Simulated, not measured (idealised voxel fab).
process module | voxel wiring stack
cross-section cut | 210 nm wide | cells 5 nm
A cross-section is a grid of square cells, given in bands from the top down. A band is one or more rows of cells.
Each band's line starts with the height of the band's top and of its bottom, in nm. Then come its materials from left to right, each with its width in nm. One material with "throughout" fills the band from edge to edge. "air" is empty space.
Height 0 is the level under which the wafer as received is all one material. The lowest band goes on downwards, as in "0 down".
A width such as "30 to 40" changes by the same amount from each row of cells to the next, from the band's top row to its bottom row.
"no change" after a step means that no cell of the cross-section changed.
closed voids: empty space of 8 cells or more with no open way to the top, each as width x height at its distance from the left edge, in nm
after a step's settings: what the simulator itself notes on the step
overlay nm, on a step with a mask: how far to the right of its planned place the mask lay; to the left if negative
plan
1 op RECEIVE | material Si
2 op CONFORMAL_DEP | material SiO2 | thk nm 15
3 op DIRECTIONAL_DEP | material TiN | thk nm 5
4 op DIRECTIONAL_DEP | material Ru | thk nm 25
5 op DIRECTIONAL_DEP | material aC | thk nm 15
6 op PATTERN | tone cover | mask id METAL_1 | material resist | width nm 30 | pitch nm 55 | thk nm 35 | overlay nm 0
7 op DIRECTIONAL_ETCH | etch materials aC | depth nm 15
8 op STRIP | etch materials resist
9 op DIRECTIONAL_ETCH | etch materials Ru | depth nm 25
10 op DIRECTIONAL_ETCH | etch materials TiN | depth nm 5
11 op STRIP | etch materials aC
12 op CONFORMAL_DEP | material SiN | thk nm 5
13 op FILL_DEP | material SiO2 | thk nm 5
14 op CMP | height nm 45
15 op CONFORMAL_DEP | material SiCN | thk nm 5
16 op DIRECTIONAL_DEP | material SiO2 | thk nm 35
17 op MASKED_ETCH | tone open | mask id METAL_2_HOLES | width nm 15 | pitch nm 55 | etch materials SiO2 | depth nm 35 | overlay nm 0
18 op MASKED_ETCH | tone open | mask id METAL_2 | width nm 30 | pitch nm 55 | etch materials SiO2 | depth nm 20 | overlay nm 0
19 op MASKED_ETCH | tone open | mask id METAL_2 | width nm 30 | pitch nm 55 | etch materials SiCN | depth nm 5 | overlay nm 0
20 op CONFORMAL_DEP | material TiN | thk nm 5
21 op FILL_DEP | material Ru | thk nm 5
22 op CMP | height nm 85
23 op CONFORMAL_DEP | material SiCN | thk nm 5
24 op DIRECTIONAL_DEP | material lowk | thk nm 15
25 op PATTERN | tone open | mask id PLUG_2 | material resist | width nm 15 | thk nm 20 | overlay nm 0
26 op DIRECTIONAL_ETCH | etch materials lowk | depth nm 15
27 op DIRECTIONAL_ETCH | etch materials SiCN | depth nm 5
28 op STRIP | etch materials resist
29 op EPI | material Ru | thk nm 10
30 op EPI | material Ru | thk nm 10
31 op DIRECTIONAL_DEP | material TiN | thk nm 5
32 op DIRECTIONAL_DEP | material Ru | thk nm 15
33 op MASKED_ETCH | tone cover | mask id METAL_3 | width nm 30 | pitch nm 55 | etch materials Ru | depth nm 15 | overlay nm 0
34 op MASKED_ETCH | tone cover | mask id METAL_3 | width nm 30 | pitch nm 55 | etch materials TiN | depth nm 5 | overlay nm 0
35 op CONFORMAL_DEP | material SiN | thk nm 5
36 op FILL_DEP | material SiO2 | thk nm 10
37 op CMP | height nm 125
38 op CONFORMAL_DEP | material SiN | thk nm 5
as received, after step 1
  0 down: Si throughout
  closed voids: none
a wafer at the end: this start, this plan, one mistake
  130 to 125: SiN throughout
  125 to 110: SiO2 55 | SiN 5 | Ru 30 | SiN 5 | SiO2 15 | SiN 5 | Ru 30 | SiN 5 | SiO2 60
  110 to 105: SiN 60 | TiN 30 | SiN 25 | TiN 30 | SiN 65
  105 to 90: lowk 60 | Ru 15 | lowk 135
  90 to 85: SiCN 60 | Ru 15 | SiCN 135
  85 to 70: SiO2 60 | TiN 5 | Ru 20 | TiN 5 | SiO2 25 | TiN 5 | Ru 20 | TiN 5 | SiO2 65
  70 to 65: SiO2 60 | TiN 5 | Ru 5 | TiN 20 | SiO2 25 | TiN 5 | Ru 5 | TiN 20 | SiO2 65
  65 to 50: SiO2 60 | TiN 5 | Ru 5 | TiN 5 | SiO2 40 | TiN 5 | Ru 5 | TiN 5 | SiO2 80
  50 to 45: SiCN 60 | TiN 15 | SiCN 40 | TiN 15 | SiCN 80
  45 to 20: SiN throughout
  20 to 15: TiN throughout
  15 to 0: SiO2 throughout
  0 down: Si throughout
  closed voids: none
what went wrong: step 4 ran as: op DIRECTIONAL_DEP | material SiN | thk nm 25
